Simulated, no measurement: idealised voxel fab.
Process module under the name voxel capacitor over wiring
This is section cut - it's 175 nm across, gridded in 5 nm square cells.
Cross-section, as written here: a square-cell grid given band by band from the top down, where a band holds one or more rows of cells. It is stipulated that each band's entry specify, in nanometres, the height of the top of the band and then that of its bottom, followed by the materials of the band in left-to-right sequence, each together with its width in nanometres. A single material marked by the word "full width" is understood to fill the band from edge to edge; the word "empty" is understood to denote empty space. Measure heights from 0. That's the level where, below it, the as-received wafer is all one material. The lowest band is bottomless and extends downward; write it as in "0 and below". Quick explanation for "30..40": the width changes in equal steps down the rows of cells, from the first number in the band's top row to the second number in its bottom row. The designation "all unchanged", where it is given for a processing step, indicates that no cell of the cross-section was altered in the course of that step. "Closed internal cavities" lists enclosed empty spaces (at least 8 cells, no open path upward to the top), each as width x height at distance from the left edge, in nm. The remark found on a step's line after its settings is issued by the simulator itself and pertains to that step. overlay nm: step with mask; distance mask lay right of planned place; negative value = left of planned place.

## List of planned process steps
- 1: RECEIVE | material Si
- 2: CONFORMAL_DEP | material SiO2 | thk nm 15
- 3: CONFORMAL_DEP | material SiCN | thk nm 5
- 4: DIRECTIONAL_DEP | material SiO2 | thk nm 15
- 5: PATTERN | tone open | mask id METAL_1 | material resist | width nm 25 | pitch nm 80 | thk nm 20 | overlay nm 0
- 6: DIRECTIONAL_ETCH | etch materials SiO2 | depth nm 15
- 7: DIRECTIONAL_ETCH | etch materials SiCN | depth nm 5
- 8: STRIP | etch materials resist
- 9: CONFORMAL_DEP | material TiN | thk nm 5
- 10: FILL_DEP | material W | thk nm 10
- 11: CMP | height nm 35
- 12: CONFORMAL_DEP | material SiCN | thk nm 5
- 13: DIRECTIONAL_DEP | material lowk | thk nm 20
- 14: DIRECTIONAL_DEP | material aC | thk nm 15
- 15: PATTERN | tone open | mask id PLUG_1 | material resist | width nm 15 | thk nm 35 | overlay nm 0
- 16: DIRECTIONAL_ETCH | etch materials aC | depth nm 15
- 17: STRIP | etch materials resist
- 18: DIRECTIONAL_ETCH | etch materials lowk | depth nm 20
- 19: DIRECTIONAL_ETCH | etch materials SiCN | depth nm 5
- 20: STRIP | etch materials aC
- 21: EPI | material Ru | thk nm 10
- 22: EPI | material Ru | thk nm 10
- 23: EPI | material Ru | thk nm 5
- 24: DIRECTIONAL_DEP | material TiN | thk nm 10
- 25: DIRECTIONAL_DEP | material Al2O3 | thk nm 5
- 26: DIRECTIONAL_DEP | material TiN | thk nm 5
- 27: PATTERN | tone cover | mask id UPPER_PLATE | material resist | width nm 60 | thk nm 20 | overlay nm 0
- 28: DIRECTIONAL_ETCH | etch materials TiN | depth nm 5
- 29: DIRECTIONAL_ETCH | etch materials Al2O3 | depth nm 5
- 30: STRIP | etch materials resist
- 31: DIRECTIONAL_DEP | material aC | thk nm 10
- 32: PATTERN | tone cover | mask id LOWER_PLATE | material resist | width nm 70 | thk nm 30 | overlay nm 0
- 33: DIRECTIONAL_ETCH | etch materials aC | depth nm 10
- 34: STRIP | etch materials resist
- 35: DIRECTIONAL_ETCH | etch materials TiN | depth nm 10
- 36: STRIP | etch materials aC
- 37: FILL_DEP | material SiO2 | thk nm 20
- 38: CMP | height nm 95
- 39: MASKED_ETCH | tone open | mask id PLUG_2 | width nm 15 | etch materials SiO2 | depth nm 15 | overlay nm 0
- 40: CONFORMAL_DEP | material TiN | thk nm 5
- 41: FILL_DEP | material Ru | thk nm 5
- 42: CMP | height nm 95
- 43: CONFORMAL_DEP | material SiCN | thk nm 5

## The cross-section here shows the wafer as received, i.e. in its state after step 1
* 0 and below | Si full width
* Closed internal cavities: none

## Cross-sectional view of the first of the two wafers upon completion of the module, processed in accordance with the plan
* 100 down to 95 | SiCN full width
* 95 down to 85 | SiO2 (55), TiN (5), Ru (5), TiN (5), SiO2 (105)
* 85 down to 75 | SiO2 (55..45), TiN (15..60), SiO2 (105..70)
* 75 down to 70 | SiO2 (45), Al2O3 (60), SiO2 (70)
* 70 down to 60 | SiO2 (40), TiN (70), SiO2 (65)
* 60 down to 40 | lowk (45), Ru (15), lowk (115)
* 40 down to 35 | SiCN (45), Ru (15), SiCN (115)
* 35 down to 20 | SiO2 (35), TiN (5), W (15), TiN (5), SiO2 (55), TiN (5), W (15), TiN (5), SiO2 (35)
* 20 down to 15 | SiCN (35), TiN (25), SiCN (55), TiN (25), SiCN (35)
* 15 down to 0 | SiO2 full width
* 0 and below | Si full width
* Closed internal cavities: none

## Cross-sectional image of the second wafer of the two following completion of the module. Starting state and process plan were the same as for the first wafer; one execution error occurred
* 100 down to 95 | SiCN full width
* 95 down to 85 | SiO2 (55), TiN (5), Ru (5), TiN (5), SiO2 (105)
* 85 down to 75 | SiO2 (55..45), TiN (15..60), SiO2 (105..70)
* 75 down to 70 | SiO2 (45), Al2O3 (60), SiO2 (70)
* 70 down to 60 | SiO2 (40), TiN (70), SiO2 (65)
* 60 down to 40 | lowk (45), Ru (15), lowk (115)
* 40 down to 35 | SiCN (45), Ru (15), SiCN (115)
* 35 down to 20 | SiO2 (35), TiN (5), W (20), TiN (5), SiO2 (50), TiN (5), W (20), TiN (5), SiO2 (30)
* 20 down to 15 | SiCN (35), TiN (30), SiCN (50), TiN (30), SiCN (30)
* 15 down to 0 | SiO2 full width
* 0 and below | Si full width
* Closed internal cavities: none
What was done differently from what was planned? contrary to plan, step 5 was performed as PATTERN | tone open | mask id METAL_1 | material resist | width nm 30 | pitch nm 80 | thk nm 20 | overlay nm 0
FYI, end of process, the second wafer has more or fewer cells of some materials than the first: SiCN -2 | SiO2 -6 | TiN +2 | W +6
